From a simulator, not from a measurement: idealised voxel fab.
This section sets out a process module, namely voxel released beams.
Cross-section cut spans 300 nm and uses square cells 5 nm in size.
Throughout this document, each cross-section is represented as a grid of square cells and is presented as a sequence of bands enumerated from the top downward, where a band comprises one or more rows of cells.
Top height, bottom height, nm. Materials left to right, width each, nm. Single material + "throughout" = fills band edge to edge. "air" = empty.
Height reference: 0 = level under which incoming wafer is all one material. Lowest band: no bottom, runs on downward, e.g. "0 nm and below".
The expression "30->40" gives the width at the extremes of the band, the first number at its top row of cells and the second at its bottom row, with the width changing by equal amounts from each row to the next in between.
When a step is marked "nothing changed", none of the cells in the cross-section changed during that step.
"Sealed void listing": empty spaces of 8 cells or more with no open way to the top, each given as width x height at distance, distance from the left edge, all in nm.
Text after the settings on a step's line: the simulator's own remark on that step.
A step's line can hold "overlay nm"; with a mask on that step, the setting says how far right of the planned place the mask lay, while a negative setting says it lay to the left.
Below is the list of planned process steps
1,op RECEIVE | material Si
2,op CONFORMAL_DEP | material Al2O3 | thk nm 10
3,op DIRECTIONAL_DEP | material SiO2 | thk nm 15
4,op MASKED_ETCH | tone open | mask id ANCHOR | width nm 35 | etch materials SiO2 | depth nm 15 | overlay nm 0
5,op CONFORMAL_DEP | material W | thk nm 10
6,op PATTERN | tone cover | mask id BEAM | material resist | width nm 100 | thk nm 20 | overlay nm 0
7,op DIRECTIONAL_ETCH | etch materials W | depth nm 10
8,op STRIP | etch materials resist
9,op STRIP | etch materials SiO2
On the first of the two wafers: run conducted according to plan
Wafer at receipt (post step 1), cross-section
0 nm and below | Si throughout
Sealed void listing: none
The wafer, seen in cross-section, after step 2
10 nm to 0 nm | Al2O3 throughout
Below 0, the layers are the same as they were.
The wafer, seen in cross-section, after step 3
25 nm to 10 nm | SiO2 throughout
Below 10, the layers are the same as they were.
The wafer, seen in cross-section, after step 4
25 nm to 10 nm | 100 nm SiO2, 35 nm air, 165 nm SiO2
Below 10, the layers are the same as they were.
The wafer, seen in cross-section, after step 5
35 nm to 25 nm | 110 nm W, 15 nm air, 175 nm W
25 nm to 20 nm | 100 nm SiO2, 10 nm W, 15 nm air, 10 nm W, 165 nm SiO2
20 nm to 10 nm | 100 nm SiO2, 35 nm W, 165 nm SiO2
Below 10, the layers are the same as they were.
The wafer, seen in cross-section, after step 6
55 nm to 35 nm | 95 nm air, 100 nm resist, 105 nm air
35 nm to 25 nm | 110 nm W, 15 nm resist, 175 nm W
25 nm to 20 nm | 100 nm SiO2, 10 nm W, 15 nm resist, 10 nm W, 165 nm SiO2
Below 20, the layers are the same as they were.
The wafer, seen in cross-section, after step 7
55 nm to 35 nm | 95 nm air, 100 nm resist, 105 nm air
35 nm to 25 nm | 95 nm air, 15 nm W, 15 nm resist, 70 nm W, 105 nm air
Below 25, the layers are the same as they were.
The wafer, seen in cross-section, after step 8
35 nm to 25 nm | 95 nm air, 15 nm W, 15 nm air, 70 nm W, 105 nm air
25 nm to 20 nm | 100 nm SiO2, 10 nm W, 15 nm air, 10 nm W, 165 nm SiO2
Below 20, the layers are the same as they were.
The wafer, seen in cross-section, after step 9
35 nm to 25 nm | 95 nm air, 15 nm W, 15 nm air, 70 nm W, 105 nm air
25 nm to 20 nm | 100 nm air, 10 nm W, 15 nm air, 10 nm W, 165 nm air
20 nm to 10 nm | 100 nm air, 35 nm W, 165 nm air
Below 10, the layers are the same as they were.
Okay, second wafer. Nothing different at the start, nothing different in the plan, just one mistake somewhere in the running. As far as step 3, counting that step, it's the first wafer all over again
Look at the second wafer in cross-section at the time step 4 ought to have finished
25 nm to 10 nm | 100 nm SiO2, 40 nm air, 160 nm SiO2
Below 10, the layers are the same as they were.
Look at the second wafer in cross-section at the time step 5 ought to have finished
35 nm to 25 nm | 110 nm W, 20 nm air, 170 nm W
25 nm to 20 nm | 100 nm SiO2, 10 nm W, 20 nm air, 10 nm W, 160 nm SiO2
20 nm to 10 nm | 100 nm SiO2, 40 nm W, 160 nm SiO2
Below 10, the layers are the same as they were.
Look at the second wafer in cross-section at the time step 6 ought to have finished
55 nm to 35 nm | 95 nm air, 100 nm resist, 105 nm air
35 nm to 25 nm | 110 nm W, 20 nm resist, 170 nm W
25 nm to 20 nm | 100 nm SiO2, 10 nm W, 20 nm resist, 10 nm W, 160 nm SiO2
Below 20, the layers are the same as they were.
Look at the second wafer in cross-section at the time step 7 ought to have finished
55 nm to 35 nm | 95 nm air, 100 nm resist, 105 nm air
35 nm to 25 nm | 95 nm air, 15 nm W, 20 nm resist, 65 nm W, 105 nm air
Below 25, the layers are the same as they were.
Look at the second wafer in cross-section at the time step 8 ought to have finished
35 nm to 25 nm | 95 nm air, 15 nm W, 20 nm air, 65 nm W, 105 nm air
25 nm to 20 nm | 100 nm SiO2, 10 nm W, 20 nm air, 10 nm W, 160 nm SiO2
Below 20, the layers are the same as they were.
Look at the second wafer in cross-section at the time step 9 ought to have finished
35 nm to 25 nm | 95 nm air, 15 nm W, 20 nm air, 65 nm W, 105 nm air
25 nm to 20 nm | 100 nm air, 10 nm W, 20 nm air, 10 nm W, 160 nm air
20 nm to 10 nm | 100 nm air, 40 nm W, 160 nm air
Below 10, the layers are the same as they were.
The mistake made against the process plan was this: step 4 did not use the planned setting and instead ran as op MASKED_ETCH | tone open | mask id ANCHOR | width nm 40 | etch materials SiO2 | depth nm 15 | overlay nm 0
By the end, you'd get the same cell count for each material on either wafer, but the second wafer puts them somewhere else.
